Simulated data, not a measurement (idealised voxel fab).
process module | voxel ribs on slabs
cross-section cut | 225 nm wide | cells 5 nm
A cross-section is a grid of square cells, given in bands from the top down. A band is one or more rows of cells.
Each band's line starts with the height of the band's top and of its bottom, in nm. Then come its materials from left to right, each with its width in nm. One material with "throughout" fills the band from edge to edge. "air" is empty space.
Height 0 is the level under which the wafer as received is all one material. The lowest band goes on downwards, as in "0 down".
A width such as "30 to 40" changes by the same amount from each row of cells to the next, from the band's top row to its bottom row.
"no change" after a step means that no cell of the cross-section changed.
closed voids: empty space of 8 cells or more with no open way to the top, each as width x height at its distance from the left edge, in nm
after a step's settings: what the simulator itself notes on the step
overlay nm, on a step with a mask: how far to the right of its planned place the mask lay; to the left if negative
plan
1 op RECEIVE | material Si
2 op DIRECTIONAL_DEP | material SiO2 | thk nm 20
3 op DIRECTIONAL_DEP | material SiN | thk nm 25
4 op PATTERN | tone cover | mask id RIB | material resist | width nm 15 | thk nm 15 | overlay nm 0
5 op DIRECTIONAL_ETCH | etch materials SiN | depth nm 15
6 op STRIP | etch materials resist
7 op MASKED_ETCH | tone cover | mask id SLAB | width nm 65 | etch materials SiN | depth nm 10 | overlay nm 0
8 op FILL_DEP | material SiO2 | thk nm 25
9 op CMP | height nm 65
10 op DIRECTIONAL_DEP | material TiN | thk nm 10
11 op MASKED_ETCH | tone cover | mask id HEATER | width nm 25 | etch materials TiN | depth nm 10 | overlay nm 0
12 op CONFORMAL_DEP | material SiN | thk nm 10
as received, after step 1
  0 down: Si throughout
  closed voids: none
a wafer at the end: this start, this plan, one mistake
  85 to 75: air 90 | SiN 45 | air 90
  75 to 65: SiN 100 | TiN 25 | SiN 100
  65 to 25: SiO2 throughout
  25 to 0: SiN throughout
  0 down: Si throughout
  closed voids: none
what went wrong: steps 2 and 3 were swapped
